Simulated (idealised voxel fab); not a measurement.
This is a process module. Its name is voxel lift off.
It is cross-section cut that appears here, measuring 250 nm in width, its square cells being 5 nm in size.
Cross-section format: a grid of square cells, given as bands from top to bottom; each band is one or more rows of cells.
For a band, the entry starts with two heights in nm, that of the top and then that of the bottom, and carries on with the band's materials in order from left to right, each alongside its width in nm; the word "throughout" beside a single material means it fills the band edge to edge, and "air" means empty space.
Height reference: 0 = level under which incoming wafer is all one material. Lowest band: no bottom, runs on downward, e.g. "0..down".
A width given as "30->40" starts at the first number in the band's top row and ends at the second number in its bottom row, shifting by an equal amount at every step from row to row.
It should be understood that the words "all unchanged", when stated for a given step, signify that the cross-section underwent no change in any of its cells during that step.
The entry "Enclosed void list" lists the empty spaces that cover at least 8 cells and have no open path to the top. Each is written as width x height at distance, where the distance is measured from the left edge and all three values are in nm.
after a step's settings: what the simulator itself notes on the step
The optional step-line setting "overlay nm" applies to steps with a mask and quantifies how far to the right of its planned location the mask lay, a negative value indicating leftward placement.
-- Set out below are the planned steps of the process
- 1: RECEIVE,material Si
- 2: CONFORMAL_DEP,material SiO2,thk nm 15
- 3: PATTERN,tone open,mask id LINES,material resist,width nm 15,pitch nm 30,thk nm 25,overlay nm -15
- 4: DIRECTIONAL_DEP,material Ru,thk nm 15
- 5: STRIP,etch materials resist
- 6: CONFORMAL_DEP,material SiCN,thk nm 5
Split variable: overlay nm, step 3. Plan value = first wafer. Wafers start alike.
-- Received condition of the first of several wafers, sectioned: post-step 1
  0..down  Si throughout
  Enclosed void list: none
-- Row per wafer, end-of-module: cell gain (+)/loss (-) by material since the wafer came in, then closed voids
overlay nm -15, +27 Ru, +68 SiCN, +150 SiO2, Enclosed void list: none
overlay nm -10, +27 Ru, +68 SiCN, +150 SiO2, Enclosed void list: none
overlay nm -5, +27 Ru, +68 SiCN, +150 SiO2, Enclosed void list: none
overlay nm 0, +27 Ru, +68 SiCN, +150 SiO2, Enclosed void list: none
overlay nm 5, +27 Ru, +68 SiCN, +150 SiO2, Enclosed void list: none
overlay nm 10, +27 Ru, +68 SiCN, +150 SiO2, Enclosed void list: none
overlay nm 15, +27 Ru, +68 SiCN, +150 SiO2, Enclosed void list: none
